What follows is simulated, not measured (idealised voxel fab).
Herein follows the process module entitled voxel spacer lines.
Xsec cut, 260 nm wide, square cell size 5 nm.
Format of a cross-section: grid, square cells. Given as bands. Order: top down. Band: one or more rows of cells.
Basically the band line says how high the top is and how high the bottom is, in nm, and then what's in it from left to right, every material with its width in nm. Empty space shows up as "blank", and if a single material carries "all across" it runs the full band edge to edge.
Heights from 0 (as-received wafer is one material below). Bottom band endless downward, as "0..down".
Read "30..40" as a graded width: first number on top, second number at the bottom, same change between each pair of neighbouring rows.
The designation "no modifications", where it is given for a processing step, indicates that no cell of the cross-section was altered in the course of that step.
The label "Enclosed void listing" introduces a list of the empty spaces, 8 cells or larger, that have no open way up to the top; each entry in it reads width x height at distance, where the distance is taken from the left edge and all three are stated in nm.
Note: text after step settings on the step line = simulator remark on that step.
The line of a step may include "overlay nm". On a step with a mask, this value is how far to the right of its planned place the mask lay. A negative value means the mask lay to the left.
The remainder of this document consists of a sequence of paired cross-sections. Each pair presents the cross-section prior to one process step together with the cross-section following it, the latter being rendered only as deep as the lowest band that underwent change. The intervening step, together with its settings, is stated beneath each pair. Because the pairs may originate from different runs of this module on the same starting wafer, a given pair is to be read as continuing from the preceding pair only where its entry headed "State before" so indicates.
State before
0..down | Si all across
Enclosed void listing: none
Post-Process Section
5..0 | Al2O3 all across
Below a height of 0, the structure has not been altered.
Enclosed void listing: none
As a process note, the step between the before and after cross-sections shown above is CONFORMAL_DEP with material Al2O3, thk nm 5
State before: The prior state of this step coincides with the post-step cross-section of the pair just above.
Post-Process Section
15..5 | SiN all across
Below a height of 5, the structure has not been altered.
Enclosed void listing: none
As a process note, the step between the before and after cross-sections shown above is DIRECTIONAL_DEP with material SiN, thk nm 10
State before: The prior state of this step coincides with the post-step cross-section of the pair just above.
Post-Process Section
35..15 | aC all across
Below a height of 15, the structure has not been altered.
Enclosed void listing: none
As a process note, the step between the before and after cross-sections shown above is DIRECTIONAL_DEP with material aC, thk nm 20
State before: The prior state of this step coincides with the post-step cross-section of the pair just above.
Post-Process Section
65..35 | 45 of blank, then 25 of resist, then 45 of blank, then 25 of resist, then 45 of blank, then 25 of resist, then 50 of blank
Below a height of 35, the structure has not been altered.
Enclosed void listing: none
As a process note, the step between the before and after cross-sections shown above is PATTERN with tone cover, mask id MANDREL, material resist, width nm 25, pitch nm 70, thk nm 30, overlay nm 0
State before: The prior state of this step coincides with the post-step cross-section of the pair just above.
Post-Process Section
45..35 | 45 of blank, then 25 of resist, then 45 of blank, then 25 of resist, then 45 of blank, then 25 of resist, then 50 of blank
35..15 | 45 of blank, then 25 of aC, then 45 of blank, then 25 of aC, then 45 of blank, then 25 of aC, then 50 of blank
Below a height of 15, the structure has not been altered.
Enclosed void listing: none
As a process note, the step between the before and after cross-sections shown above is DIRECTIONAL_ETCH with etch materials aC, depth nm 20
State before: The prior state of this step coincides with the post-step cross-section of the pair just above.
Post-Process Section
35..15 | 45 of blank, then 25 of aC, then 45 of blank, then 25 of aC, then 45 of blank, then 25 of aC, then 50 of blank
Below a height of 15, the structure has not been altered.
Enclosed void listing: none
As a process note, the step between the before and after cross-sections shown above is STRIP with etch materials resist
State before: The prior state of this step coincides with the post-step cross-section of the pair just above.
Post-Process Section
45..35 | 35 of blank, then 45 of SiO2, then 25 of blank, then 45 of SiO2, then 25 of blank, then 45 of SiO2, then 40 of blank
35..25 | 35 of blank, then 10 of SiO2, then 25 of aC, then 10 of SiO2, then 25 of blank, then 10 of SiO2, then 25 of aC, then 10 of SiO2, then 25 of blank, then 10 of SiO2, then 25 of aC, then 10 of SiO2, then 40 of blank
25..15 | 45 of SiO2, then 25 of aC, then 45 of SiO2, then 25 of aC, then 45 of SiO2, then 25 of aC, then 50 of SiO2
Below a height of 15, the structure has not been altered.
Enclosed void listing: none
As a process note, the step between the before and after cross-sections shown above is CONFORMAL_DEP with material SiO2, thk nm 10
State before: The prior state of this step coincides with the post-step cross-section of the pair just above.
Post-Process Section
35..15 | 35 of blank, then 10 of SiO2, then 25 of aC, then 10 of SiO2, then 25 of blank, then 10 of SiO2, then 25 of aC, then 10 of SiO2, then 25 of blank, then 10 of SiO2, then 25 of aC, then 10 of SiO2, then 40 of blank
Below a height of 15, the structure has not been altered.
Enclosed void listing: none
As a process note, the step between the before and after cross-sections shown above is DIRECTIONAL_ETCH with etch materials SiO2, depth nm 10
State before: The prior state of this step coincides with the post-step cross-section of the pair just above.
Post-Process Section
35..15 | 35 of blank, then 10 of SiO2, then 25 of blank, then 10 of SiO2, then 25 of blank, then 10 of SiO2, then 25 of blank, then 10 of SiO2, then 25 of blank, then 10 of SiO2, then 25 of blank, then 10 of SiO2, then 40 of blank
Below a height of 15, the structure has not been altered.
Enclosed void listing: none
As a process note, the step between the before and after cross-sections shown above is STRIP with etch materials aC
State before: The prior state of this step coincides with the post-step cross-section of the pair just above.
Post-Process Section
35..15 | 35 of blank, then 10 of SiO2, then 25 of blank, then 10 of SiO2, then 25 of blank, then 10 of SiO2, then 25 of blank, then 10 of SiO2, then 25 of blank, then 10 of SiO2, then 25 of blank, then 10 of SiO2, then 40 of blank
15..5 | 35 of blank, then 10 of SiN, then 25 of blank, then 10 of SiN, then 25 of blank, then 10 of SiN, then 25 of blank, then 10 of SiN, then 25 of blank, then 10 of SiN, then 25 of blank, then 10 of SiN, then 40 of blank
Below a height of 5, the structure has not been altered.
Enclosed void listing: none
As a process note, the step between the before and after cross-sections shown above is DIRECTIONAL_ETCH with etch materials SiN, depth nm 10
State before: The prior state of this step coincides with the post-step cross-section of the pair just above.
Post-Process Section
15..5 | 35 of blank, then 10 of SiN, then 25 of blank, then 10 of SiN, then 25 of blank, then 10 of SiN, then 25 of blank, then 10 of SiN, then 25 of blank, then 10 of SiN, then 25 of blank, then 10 of SiN, then 40 of blank
Below a height of 5, the structure has not been altered.
Enclosed void listing: none
As a process note, the step between the before and after cross-sections shown above is STRIP with etch materials SiO2
State before: The prior state of this step coincides with the post-step cross-section of the pair just above.
Post-Process Section
25..15 | SiO2 all across
15..5 | 35 of SiO2, then 10 of SiN, then 25 of SiO2, then 10 of SiN, then 25 of SiO2, then 10 of SiN, then 25 of SiO2, then 10 of SiN, then 25 of SiO2, then 10 of SiN, then 25 of SiO2, then 10 of SiN, then 40 of SiO2
Below a height of 5, the structure has not been altered.
Enclosed void listing: none
As a process note, the step between the before and after cross-sections shown above is FILL_DEP with material SiO2, thk nm 10
State before: The prior state of this step coincides with the post-step cross-section of the pair just above.
Post-Process Section
15..5 | 35 of SiO2, then 10 of SiN, then 25 of SiO2, then 10 of SiN, then 25 of SiO2, then 10 of SiN, then 25 of SiO2, then 10 of SiN, then 25 of SiO2, then 10 of SiN, then 25 of SiO2, then 10 of SiN, then 40 of SiO2
Below a height of 5, the structure has not been altered.
Enclosed void listing: none
As a process note, the step between the before and after cross-sections shown above is CMP with height nm 15
State before
0..down | Si all across
Enclosed void listing: none
Post-Process Section
10..0 | SiN all across
Below a height of 0, the structure has not been altered.
Enclosed void listing: none
As a process note, the step between the before and after cross-sections shown above is DIRECTIONAL_DEP with material SiN, thk nm 10
State before: The prior state of this step coincides with the post-step cross-section of the pair just above.
Post-Process Section
30..10 | aC all across
Below a height of 10, the structure has not been altered.
Enclosed void listing: none
As a process note, the step between the before and after cross-sections shown above is DIRECTIONAL_DEP with material aC, thk nm 20
State before: The prior state of this step coincides with the post-step cross-section of the pair just above.
Post-Process Section
60..30 | 45 of blank, then 25 of resist, then 45 of blank, then 25 of resist, then 45 of blank, then 25 of resist, then 50 of blank
Below a height of 30, the structure has not been altered.
Enclosed void listing: none
As a process note, the step between the before and after cross-sections shown above is PATTERN with tone cover, mask id MANDREL, material resist, width nm 25, pitch nm 70, thk nm 30, overlay nm 0
State before: The prior state of this step coincides with the post-step cross-section of the pair just above.
Post-Process Section
40..30 | 45 of blank, then 25 of resist, then 45 of blank, then 25 of resist, then 45 of blank, then 25 of resist, then 50 of blank
30..10 | 45 of blank, then 25 of aC, then 45 of blank, then 25 of aC, then 45 of blank, then 25 of aC, then 50 of blank
Below a height of 10, the structure has not been altered.
Enclosed void listing: none
As a process note, the step between the before and after cross-sections shown above is DIRECTIONAL_ETCH with etch materials aC, depth nm 20
State before: The prior state of this step coincides with the post-step cross-section of the pair just above.
Post-Process Section
30..10 | 45 of blank, then 25 of aC, then 45 of blank, then 25 of aC, then 45 of blank, then 25 of aC, then 50 of blank
Below a height of 10, the structure has not been altered.
Enclosed void listing: none
As a process note, the step between the before and after cross-sections shown above is STRIP with etch materials resist
State before: The prior state of this step coincides with the post-step cross-section of the pair just above.
Post-Process Section
40..30 | 35 of blank, then 45 of SiO2, then 25 of blank, then 45 of SiO2, then 25 of blank, then 45 of SiO2, then 40 of blank
30..20 | 35 of blank, then 10 of SiO2, then 25 of aC, then 10 of SiO2, then 25 of blank, then 10 of SiO2, then 25 of aC, then 10 of SiO2, then 25 of blank, then 10 of SiO2, then 25 of aC, then 10 of SiO2, then 40 of blank
20..10 | 45 of SiO2, then 25 of aC, then 45 of SiO2, then 25 of aC, then 45 of SiO2, then 25 of aC, then 50 of SiO2
Below a height of 10, the structure has not been altered.
Enclosed void listing: none
As a process note, the step between the before and after cross-sections shown above is CONFORMAL_DEP with material SiO2, thk nm 10
State before: The prior state of this step coincides with the post-step cross-section of the pair just above.
Post-Process Section
30..10 | 35 of blank, then 10 of SiO2, then 25 of aC, then 10 of SiO2, then 25 of blank, then 10 of SiO2, then 25 of aC, then 10 of SiO2, then 25 of blank, then 10 of SiO2, then 25 of aC, then 10 of SiO2, then 40 of blank
Below a height of 10, the structure has not been altered.
Enclosed void listing: none
As a process note, the step between the before and after cross-sections shown above is DIRECTIONAL_ETCH with etch materials SiO2, depth nm 10
State before: The prior state of this step coincides with the post-step cross-section of the pair just above.
Post-Process Section
30..10 | 35 of blank, then 10 of SiO2, then 25 of blank, then 10 of SiO2, then 25 of blank, then 10 of SiO2, then 25 of blank, then 10 of SiO2, then 25 of blank, then 10 of SiO2, then 25 of blank, then 10 of SiO2, then 40 of blank
Below a height of 10, the structure has not been altered.
Enclosed void listing: none
As a process note, the step between the before and after cross-sections shown above is STRIP with etch materials aC
State before: The prior state of this step coincides with the post-step cross-section of the pair just above.
Post-Process Section
30..10 | 35 of blank, then 10 of SiO2, then 25 of blank, then 10 of SiO2, then 25 of blank, then 10 of SiO2, then 25 of blank, then 10 of SiO2, then 25 of blank, then 10 of SiO2, then 25 of blank, then 10 of SiO2, then 40 of blank
10..0 | 35 of blank, then 10 of SiN, then 25 of blank, then 10 of SiN, then 25 of blank, then 10 of SiN, then 25 of blank, then 10 of SiN, then 25 of blank, then 10 of SiN, then 25 of blank, then 10 of SiN, then 40 of blank
Below a height of 0, the structure has not been altered.
Enclosed void listing: none
As a process note, the step between the before and after cross-sections shown above is DIRECTIONAL_ETCH with etch materials SiN, depth nm 10
State before: The prior state of this step coincides with the post-step cross-section of the pair just above.
Post-Process Section
10..0 | 35 of blank, then 10 of SiN, then 25 of blank, then 10 of SiN, then 25 of blank, then 10 of SiN, then 25 of blank, then 10 of SiN, then 25 of blank, then 10 of SiN, then 25 of blank, then 10 of SiN, then 40 of blank
Below a height of 0, the structure has not been altered.
Enclosed void listing: none
As a process note, the step between the before and after cross-sections shown above is STRIP with etch materials SiO2
State before: The prior state of this step coincides with the post-step cross-section of the pair just above.
Post-Process Section
20..10 | SiO2 all across
10..0 | 35 of SiO2, then 10 of SiN, then 25 of SiO2, then 10 of SiN, then 25 of SiO2, then 10 of SiN, then 25 of SiO2, then 10 of SiN, then 25 of SiO2, then 10 of SiN, then 25 of SiO2, then 10 of SiN, then 40 of SiO2
Below a height of 0, the structure has not been altered.
Enclosed void listing: none
As a process note, the step between the before and after cross-sections shown above is FILL_DEP with material SiO2, thk nm 10
State before: The prior state of this step coincides with the post-step cross-section of the pair just above.
Post-Process Section
15..10 | SiO2 all across
Below a height of 10, the structure has not been altered.
Enclosed void listing: none
As a process note, the step between the before and after cross-sections shown above is CMP with height nm 15
State before
45..35 | 45 of blank, then 25 of resist, then 45 of blank, then 25 of resist, then 45 of blank, then 25 of resist, then 50 of blank
35..15 | 45 of blank, then 25 of aC, then 45 of blank, then 25 of aC, then 45 of blank, then 25 of aC, then 50 of blank
15..5 | SiN all across
5..0 | Al2O3 all across
0..down | Si all across
Enclosed void listing: none
Post-Process Section
25..15 | 45 of blank, then 25 of aC, then 45 of blank, then 25 of aC, then 45 of blank, then 25 of aC, then 50 of blank
Below a height of 15, the structure has not been altered.
Enclosed void listing: none
As a process note, the step between the before and after cross-sections shown above is DIRECTIONAL_ETCH with etch materials aC, depth nm 20
State before: The prior state of this step coincides with the post-step cross-section of the pair just above.
Post-Process Section
35..25 | 35 of blank, then 45 of SiO2, then 25 of blank, then 45 of SiO2, then 25 of blank, then 45 of SiO2, then 40 of blank
25..15 | 45 of SiO2, then 25 of aC, then 45 of SiO2, then 25 of aC, then 45 of SiO2, then 25 of aC, then 50 of SiO2
Below a height of 15, the structure has not been altered.
Enclosed void listing: none
As a process note, the step between the before and after cross-sections shown above is CONFORMAL_DEP with material SiO2, thk nm 10
State before: The prior state of this step coincides with the post-step cross-section of the pair just above.
Post-Process Section
25..15 | 35 of blank, then 10 of SiO2, then 25 of aC, then 10 of SiO2, then 25 of blank, then 10 of SiO2, then 25 of aC, then 10 of SiO2, then 25 of blank, then 10 of SiO2, then 25 of aC, then 10 of SiO2, then 40 of blank
Below a height of 15, the structure has not been altered.
Enclosed void listing: none
As a process note, the step between the before and after cross-sections shown above is DIRECTIONAL_ETCH with etch materials SiO2, depth nm 10
State before: The prior state of this step coincides with the post-step cross-section of the pair just above.
Post-Process Section
25..15 | 35 of blank, then 10 of SiO2, then 25 of blank, then 10 of SiO2, then 25 of blank, then 10 of SiO2, then 25 of blank, then 10 of SiO2, then 25 of blank, then 10 of SiO2, then 25 of blank, then 10 of SiO2, then 40 of blank
Below a height of 15, the structure has not been altered.
Enclosed void listing: none
As a process note, the step between the before and after cross-sections shown above is STRIP with etch materials aC
State before: The prior state of this step coincides with the post-step cross-section of the pair just above.
Post-Process Section
25..15 | 35 of blank, then 10 of SiO2, then 25 of blank, then 10 of SiO2, then 25 of blank, then 10 of SiO2, then 25 of blank, then 10 of SiO2, then 25 of blank, then 10 of SiO2, then 25 of blank, then 10 of SiO2, then 40 of blank
15..5 | 35 of blank, then 10 of SiN, then 25 of blank, then 10 of SiN, then 25 of blank, then 10 of SiN, then 25 of blank, then 10 of SiN, then 25 of blank, then 10 of SiN, then 25 of blank, then 10 of SiN, then 40 of blank
Below a height of 5, the structure has not been altered.
Enclosed void listing: none
As a process note, the step between the before and after cross-sections shown above is DIRECTIONAL_ETCH with etch materials SiN, depth nm 10
State before: The prior state of this step coincides with the post-step cross-section of the pair just above.
Post-Process Section
15..5 | 35 of blank, then 10 of SiN, then 25 of blank, then 10 of SiN, then 25 of blank, then 10 of SiN, then 25 of blank, then 10 of SiN, then 25 of blank, then 10 of SiN, then 25 of blank, then 10 of SiN, then 40 of blank
Below a height of 5, the structure has not been altered.
Enclosed void listing: none
As a process note, the step between the before and after cross-sections shown above is STRIP with etch materials SiO2
State before
5..0 | Al2O3 all across
0..down | Si all across
Enclosed void listing: none
Post-Process Section
25..5 | aC all across
Below a height of 5, the structure has not been altered.
Enclosed void listing: none
As a process note, the step between the before and after cross-sections shown above is DIRECTIONAL_DEP with material aC, thk nm 20
State before: The prior state of this step coincides with the post-step cross-section of the pair just above.
Post-Process Section
35..25 | SiN all across
Below a height of 25, the structure has not been altered.
Enclosed void listing: none
As a process note, the step between the before and after cross-sections shown above is DIRECTIONAL_DEP with material SiN, thk nm 10
State before: The prior state of this step coincides with the post-step cross-section of the pair just above.
Post-Process Section
65..35 | 45 of blank, then 25 of resist, then 45 of blank, then 25 of resist, then 45 of blank, then 25 of resist, then 50 of blank
Below a height of 35, the structure has not been altered.
Enclosed void listing: none
As a process note, the step between the before and after cross-sections shown above is PATTERN with tone cover, mask id MANDREL, material resist, width nm 25, pitch nm 70, thk nm 30, overlay nm 0
State before: The prior state of this step coincides with the post-step cross-section of the pair just above.
Post-Process Section
45..35 | 45 of blank, then 25 of resist, then 45 of blank, then 25 of resist, then 45 of blank, then 25 of resist, then 50 of blank
Below a height of 35, the structure has not been altered.
Enclosed void listing: none
As a process note, the step between the before and after cross-sections shown above is DIRECTIONAL_ETCH with etch materials aC, depth nm 20
State before: The prior state of this step coincides with the post-step cross-section of the pair just above.
Post-Process Section
35..25 | SiN all across
Below a height of 25, the structure has not been altered.
Enclosed void listing: none
As a process note, the step between the before and after cross-sections shown above is STRIP with etch materials resist
State before: The prior state of this step coincides with the post-step cross-section of the pair just above.
Post-Process Section
45..35 | SiO2 all across
Below a height of 35, the structure has not been altered.
Enclosed void listing: none
As a process note, the step between the before and after cross-sections shown above is CONFORMAL_DEP with material SiO2, thk nm 10
State before: The prior state of this step coincides with the post-step cross-section of the pair just above.
Post-Process Section
35..25 | SiN all across
Below a height of 25, the structure has not been altered.
Enclosed void listing: none
As a process note, the step between the before and after cross-sections shown above is DIRECTIONAL_ETCH with etch materials SiO2, depth nm 10
State before: The prior state of this step coincides with the post-step cross-section of the pair just above.
Post-Process Section
25..5 | aC all across
Below a height of 5, the structure has not been altered.
Enclosed void listing: none
As a process note, the step between the before and after cross-sections shown above is DIRECTIONAL_ETCH with etch materials SiN, depth nm 10
State before: The prior state of this step coincides with the post-step cross-section of the pair just above.
Post-Process Section
35..25 | SiO2 all across
Below a height of 25, the structure has not been altered.
Enclosed void listing: none
As a process note, the step between the before and after cross-sections shown above is FILL_DEP with material SiO2, thk nm 10
State before: The prior state of this step coincides with the post-step cross-section of the pair just above.
Post-Process Section
15..5 | aC all across
Below a height of 5, the structure has not been altered.
Enclosed void listing: none
As a process note, the step between the before and after cross-sections shown above is CMP with height nm 15
State before
5..0 | Al2O3 all across
0..down | Si all across
Enclosed void listing: none
Post-Process Section
10..5 | SiN all across
Below a height of 5, the structure has not been altered.
Enclosed void listing: none
As a process note, the step between the before and after cross-sections shown above is DIRECTIONAL_DEP with material SiN, thk nm 5
State before: The prior state of this step coincides with the post-step cross-section of the pair just above.
Post-Process Section
30..10 | aC all across
Below a height of 10, the structure has not been altered.
Enclosed void listing: none
As a process note, the step between the before and after cross-sections shown above is DIRECTIONAL_DEP with material aC, thk nm 20
State before: The prior state of this step coincides with the post-step cross-section of the pair just above.
Post-Process Section
60..30 | 45 of blank, then 25 of resist, then 45 of blank, then 25 of resist, then 45 of blank, then 25 of resist, then 50 of blank
Below a height of 30, the structure has not been altered.
Enclosed void listing: none
As a process note, the step between the before and after cross-sections shown above is PATTERN with tone cover, mask id MANDREL, material resist, width nm 25, pitch nm 70, thk nm 30, overlay nm 0
State before: The prior state of this step coincides with the post-step cross-section of the pair just above.
Post-Process Section
40..30 | 45 of blank, then 25 of resist, then 45 of blank, then 25 of resist, then 45 of blank, then 25 of resist, then 50 of blank
30..10 | 45 of blank, then 25 of aC, then 45 of blank, then 25 of aC, then 45 of blank, then 25 of aC, then 50 of blank
Below a height of 10, the structure has not been altered.
Enclosed void listing: none
As a process note, the step between the before and after cross-sections shown above is DIRECTIONAL_ETCH with etch materials aC, depth nm 20
State before: The prior state of this step coincides with the post-step cross-section of the pair just above.
Post-Process Section
30..10 | 45 of blank, then 25 of aC, then 45 of blank, then 25 of aC, then 45 of blank, then 25 of aC, then 50 of blank
Below a height of 10, the structure has not been altered.
Enclosed void listing: none
As a process note, the step between the before and after cross-sections shown above is STRIP with etch materials resist
State before: The prior state of this step coincides with the post-step cross-section of the pair just above.
Post-Process Section
40..30 | 35 of blank, then 45 of SiO2, then 25 of blank, then 45 of SiO2, then 25 of blank, then 45 of SiO2, then 40 of blank
30..20 | 35 of blank, then 10 of SiO2, then 25 of aC, then 10 of SiO2, then 25 of blank, then 10 of SiO2, then 25 of aC, then 10 of SiO2, then 25 of blank, then 10 of SiO2, then 25 of aC, then 10 of SiO2, then 40 of blank
20..10 | 45 of SiO2, then 25 of aC, then 45 of SiO2, then 25 of aC, then 45 of SiO2, then 25 of aC, then 50 of SiO2
Below a height of 10, the structure has not been altered.
Enclosed void listing: none
As a process note, the step between the before and after cross-sections shown above is CONFORMAL_DEP with material SiO2, thk nm 10
State before: The prior state of this step coincides with the post-step cross-section of the pair just above.
Post-Process Section
30..10 | 35 of blank, then 10 of SiO2, then 25 of aC, then 10 of SiO2, then 25 of blank, then 10 of SiO2, then 25 of aC, then 10 of SiO2, then 25 of blank, then 10 of SiO2, then 25 of aC, then 10 of SiO2, then 40 of blank
Below a height of 10, the structure has not been altered.
Enclosed void listing: none
As a process note, the step between the before and after cross-sections shown above is DIRECTIONAL_ETCH with etch materials SiO2, depth nm 10
State before: The prior state of this step coincides with the post-step cross-section of the pair just above.
Post-Process Section
30..10 | 35 of blank, then 10 of SiO2, then 25 of blank, then 10 of SiO2, then 25 of blank, then 10 of SiO2, then 25 of blank, then 10 of SiO2, then 25 of blank, then 10 of SiO2, then 25 of blank, then 10 of SiO2, then 40 of blank
Below a height of 10, the structure has not been altered.
Enclosed void listing: none
As a process note, the step between the before and after cross-sections shown above is STRIP with etch materials aC
State before: The prior state of this step coincides with the post-step cross-section of the pair just above.
Post-Process Section
30..10 | 35 of blank, then 10 of SiO2, then 25 of blank, then 10 of SiO2, then 25 of blank, then 10 of SiO2, then 25 of blank, then 10 of SiO2, then 25 of blank, then 10 of SiO2, then 25 of blank, then 10 of SiO2, then 40 of blank
10..5 | 35 of blank, then 10 of SiN, then 25 of blank, then 10 of SiN, then 25 of blank, then 10 of SiN, then 25 of blank, then 10 of SiN, then 25 of blank, then 10 of SiN, then 25 of blank, then 10 of SiN, then 40 of blank
Below a height of 5, the structure has not been altered.
Enclosed void listing: none
As a process note, the step between the before and after cross-sections shown above is DIRECTIONAL_ETCH with etch materials SiN, depth nm 10
State before: The prior state of this step coincides with the post-step cross-section of the pair just above.
Post-Process Section
10..5 | 35 of blank, then 10 of SiN, then 25 of blank, then 10 of SiN, then 25 of blank, then 10 of SiN, then 25 of blank, then 10 of SiN, then 25 of blank, then 10 of SiN, then 25 of blank, then 10 of SiN, then 40 of blank
Below a height of 5, the structure has not been altered.
Enclosed void listing: none
As a process note, the step between the before and after cross-sections shown above is STRIP with etch materials SiO2
State before: The prior state of this step coincides with the post-step cross-section of the pair just above.
Post-Process Section
20..10 | SiO2 all across
10..5 | 35 of SiO2, then 10 of SiN, then 25 of SiO2, then 10 of SiN, then 25 of SiO2, then 10 of SiN, then 25 of SiO2, then 10 of SiN, then 25 of SiO2, then 10 of SiN, then 25 of SiO2, then 10 of SiN, then 40 of SiO2
Below a height of 5, the structure has not been altered.
Enclosed void listing: none
As a process note, the step between the before and after cross-sections shown above is FILL_DEP with material SiO2, thk nm 10
State before: The prior state of this step coincides with the post-step cross-section of the pair just above.
Post-Process Section
15..10 | SiO2 all across
Below a height of 10, the structure has not been altered.
Enclosed void listing: none
As a process note, the step between the before and after cross-sections shown above is CMP with height nm 15
State before
35..15 | aC all across
15..5 | SiN all across
5..0 | Al2O3 all across
0..down | Si all across
Enclosed void listing: none
Post-Process Section
65..35 | 45 of blank, then 30 of resist, then 40 of blank, then 30 of resist, then 40 of blank, then 30 of resist, then 45 of blank
Below a height of 35, the structure has not been altered.
Enclosed void listing: none
As a process note, the step between the before and after cross-sections shown above is PATTERN with tone cover, mask id MANDREL, material resist, width nm 30, pitch nm 70, thk nm 30, overlay nm 0
State before: The prior state of this step coincides with the post-step cross-section of the pair just above.
Post-Process Section
45..35 | 45 of blank, then 30 of resist, then 40 of blank, then 30 of resist, then 40 of blank, then 30 of resist, then 45 of blank
35..15 | 45 of blank, then 30 of aC, then 40 of blank, then 30 of aC, then 40 of blank, then 30 of aC, then 45 of blank
Below a height of 15, the structure has not been altered.
Enclosed void listing: none
As a process note, the step between the before and after cross-sections shown above is DIRECTIONAL_ETCH with etch materials aC, depth nm 20
State before: The prior state of this step coincides with the post-step cross-section of the pair just above.
Post-Process Section
35..15 | 45 of blank, then 30 of aC, then 40 of blank, then 30 of aC, then 40 of blank, then 30 of aC, then 45 of blank
Below a height of 15, the structure has not been altered.
Enclosed void listing: none
As a process note, the step between the before and after cross-sections shown above is STRIP with etch materials resist
State before: The prior state of this step coincides with the post-step cross-section of the pair just above.
Post-Process Section
45..35 | 35 of blank, then 50 of SiO2, then 20 of blank, then 50 of SiO2, then 20 of blank, then 50 of SiO2, then 35 of blank
35..25 | 35 of blank, then 10 of SiO2, then 30 of aC, then 10 of SiO2, then 20 of blank, then 10 of SiO2, then 30 of aC, then 10 of SiO2, then 20 of blank, then 10 of SiO2, then 30 of aC, then 10 of SiO2, then 35 of blank
25..15 | 45 of SiO2, then 30 of aC, then 40 of SiO2, then 30 of aC, then 40 of SiO2, then 30 of aC, then 45 of SiO2
Below a height of 15, the structure has not been altered.
Enclosed void listing: none
As a process note, the step between the before and after cross-sections shown above is CONFORMAL_DEP with material SiO2, thk nm 10
State before: The prior state of this step coincides with the post-step cross-section of the pair just above.
Post-Process Section
35..15 | 35 of blank, then 10 of SiO2, then 30 of aC, then 10 of SiO2, then 20 of blank, then 10 of SiO2, then 30 of aC, then 10 of SiO2, then 20 of blank, then 10 of SiO2, then 30 of aC, then 10 of SiO2, then 35 of blank
Below a height of 15, the structure has not been altered.
Enclosed void listing: none
As a process note, the step between the before and after cross-sections shown above is DIRECTIONAL_ETCH with etch materials SiO2, depth nm 10
State before: The prior state of this step coincides with the post-step cross-section of the pair just above.
Post-Process Section
35..15 | 35 of blank, then 10 of SiO2, then 30 of blank, then 10 of SiO2, then 20 of blank, then 10 of SiO2, then 30 of blank, then 10 of SiO2, then 20 of blank, then 10 of SiO2, then 30 of blank, then 10 of SiO2, then 35 of blank
Below a height of 15, the structure has not been altered.
Enclosed void listing: none
As a process note, the step between the before and after cross-sections shown above is STRIP with etch materials aC
State before: The prior state of this step coincides with the post-step cross-section of the pair just above.
Post-Process Section
35..15 | 35 of blank, then 10 of SiO2, then 30 of blank, then 10 of SiO2, then 20 of blank, then 10 of SiO2, then 30 of blank, then 10 of SiO2, then 20 of blank, then 10 of SiO2, then 30 of blank, then 10 of SiO2, then 35 of blank
15..5 | 35 of blank, then 10 of SiN, then 30 of blank, then 10 of SiN, then 20 of blank, then 10 of SiN, then 30 of blank, then 10 of SiN, then 20 of blank, then 10 of SiN, then 30 of blank, then 10 of SiN, then 35 of blank
Below a height of 5, the structure has not been altered.
Enclosed void listing: none
As a process note, the step between the before and after cross-sections shown above is DIRECTIONAL_ETCH with etch materials SiN, depth nm 10
State before: The prior state of this step coincides with the post-step cross-section of the pair just above.
Post-Process Section
15..5 | 35 of blank, then 10 of SiN, then 30 of blank, then 10 of SiN, then 20 of blank, then 10 of SiN, then 30 of blank, then 10 of SiN, then 20 of blank, then 10 of SiN, then 30 of blank, then 10 of SiN, then 35 of blank
Below a height of 5, the structure has not been altered.
Enclosed void listing: none
As a process note, the step between the before and after cross-sections shown above is STRIP with etch materials SiO2
State before: The prior state of this step coincides with the post-step cross-section of the pair just above.
Post-Process Section
25..15 | SiO2 all across
15..5 | 35 of SiO2, then 10 of SiN, then 30 of SiO2, then 10 of SiN, then 20 of SiO2, then 10 of SiN, then 30 of SiO2, then 10 of SiN, then 20 of SiO2, then 10 of SiN, then 30 of SiO2, then 10 of SiN, then 35 of SiO2
Below a height of 5, the structure has not been altered.
Enclosed void listing: none
As a process note, the step between the before and after cross-sections shown above is FILL_DEP with material SiO2, thk nm 10
State before: The prior state of this step coincides with the post-step cross-section of the pair just above.
Post-Process Section
15..5 | 35 of SiO2, then 10 of SiN, then 30 of SiO2, then 10 of SiN, then 20 of SiO2, then 10 of SiN, then 30 of SiO2, then 10 of SiN, then 20 of SiO2, then 10 of SiN, then 30 of SiO2, then 10 of SiN, then 35 of SiO2
Below a height of 5, the structure has not been altered.
Enclosed void listing: none
As a process note, the step between the before and after cross-sections shown above is CMP with height nm 15
State before
35..15 | aC all across
15..5 | SiN all across
5..0 | Al2O3 all across
0..down | Si all across
Enclosed void listing: none
Post-Process Section
65..35 | 50 of blank, then 25 of resist, then 45 of blank, then 25 of resist, then 45 of blank, then 25 of resist, then 45 of blank
Below a height of 35, the structure has not been altered.
Enclosed void listing: none
As a process note, the step between the before and after cross-sections shown above is PATTERN with tone cover, mask id MANDREL, material resist, width nm 25, pitch nm 70, thk nm 30, overlay nm 5
State before: The prior state of this step coincides with the post-step cross-section of the pair just above.
Post-Process Section
45..35 | 50 of blank, then 25 of resist, then 45 of blank, then 25 of resist, then 45 of blank, then 25 of resist, then 45 of blank
35..15 | 50 of blank, then 25 of aC, then 45 of blank, then 25 of aC, then 45 of blank, then 25 of aC, then 45 of blank
Below a height of 15, the structure has not been altered.
Enclosed void listing: none
As a process note, the step between the before and after cross-sections shown above is DIRECTIONAL_ETCH with etch materials aC, depth nm 20
State before: The prior state of this step coincides with the post-step cross-section of the pair just above.
Post-Process Section
35..15 | 50 of blank, then 25 of aC, then 45 of blank, then 25 of aC, then 45 of blank, then 25 of aC, then 45 of blank
Below a height of 15, the structure has not been altered.
Enclosed void listing: none
As a process note, the step between the before and after cross-sections shown above is STRIP with etch materials resist
State before: The prior state of this step coincides with the post-step cross-section of the pair just above.
Post-Process Section
45..35 | 40 of blank, then 45 of SiO2, then 25 of blank, then 45 of SiO2, then 25 of blank, then 45 of SiO2, then 35 of blank
35..25 | 40 of blank, then 10 of SiO2, then 25 of aC, then 10 of SiO2, then 25 of blank, then 10 of SiO2, then 25 of aC, then 10 of SiO2, then 25 of blank, then 10 of SiO2, then 25 of aC, then 10 of SiO2, then 35 of blank
25..15 | 50 of SiO2, then 25 of aC, then 45 of SiO2, then 25 of aC, then 45 of SiO2, then 25 of aC, then 45 of SiO2
Below a height of 15, the structure has not been altered.
Enclosed void listing: none
As a process note, the step between the before and after cross-sections shown above is CONFORMAL_DEP with material SiO2, thk nm 10
